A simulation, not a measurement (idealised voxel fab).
process module | voxel ribs on slabs
cross-section cut | 150 nm wide | cells 5 nm
A cross-section is a grid of square cells, given in bands from the top down. A band is one or more rows of cells.
Each band's line starts with the height of the band's top and of its bottom, in nm. Then come its materials from left to right, each with its width in nm. One material with "throughout" fills the band from edge to edge. "air" is empty space.
Height 0 is the level under which the wafer as received is all one material. The lowest band goes on downwards, as in "0 down".
A width such as "30 to 40" changes by the same amount from each row of cells to the next, from the band's top row to its bottom row.
"no change" after a step means that no cell of the cross-section changed.
closed voids: empty space of 8 cells or more with no open way to the top, each as width x height at its distance from the left edge, in nm
after a step's settings: what the simulator itself notes on the step
overlay nm, on a step with a mask: how far to the right of its planned place the mask lay; to the left if negative
plan
1 op RECEIVE | material Si
2 op DIRECTIONAL_DEP | material SiO2 | thk nm 30
3 op DIRECTIONAL_DEP | material SiN | thk nm 15
4 op MASKED_ETCH | tone cover | mask id RIB | width nm 30 | etch materials SiN | depth nm 5 | overlay nm 0
5 op PATTERN | tone cover | mask id SLAB | material resist | width nm 60 | thk nm 20 | overlay nm 0
6 op DIRECTIONAL_ETCH | etch materials SiN | depth nm 10
7 op STRIP | etch materials resist
8 op FILL_DEP | material SiO2 | thk nm 20
9 op CMP | height nm 55
10 op DIRECTIONAL_DEP | material TiN | thk nm 10
11 op MASKED_ETCH | tone cover | mask id HEATER | width nm 40 | etch materials TiN | depth nm 10 | overlay nm 0
12 op CONFORMAL_DEP | material SiO2 | thk nm 5
as received, after step 1
  0 down: Si throughout
  closed voids: none
first wafer at the end, as planned
  70 to 65: air 50 | SiO2 50 | air 50
  65 to 60: air 50 | SiO2 5 | TiN 40 | SiO2 5 | air 50
  60 to 55: SiO2 55 | TiN 40 | SiO2 55
  55 to 45: SiO2 throughout
  45 to 40: SiO2 60 | SiN 30 | SiO2 60
  40 to 30: SiO2 45 | SiN 60 | SiO2 45
  30 to 0: SiO2 throughout
  0 down: Si throughout
  closed voids: none
second wafer at the end: like start, like plan, one mistake
  65 to 55: air 55 | TiN 40 | air 55
  55 to 45: SiO2 throughout
  45 to 40: SiO2 60 | SiN 30 | SiO2 60
  40 to 30: SiO2 45 | SiN 60 | SiO2 45
  30 to 0: SiO2 throughout
  0 down: Si throughout
  closed voids: none
what went wrong: step 12 was left out
at the end the second wafer has, in cells: 34 fewer of SiO2
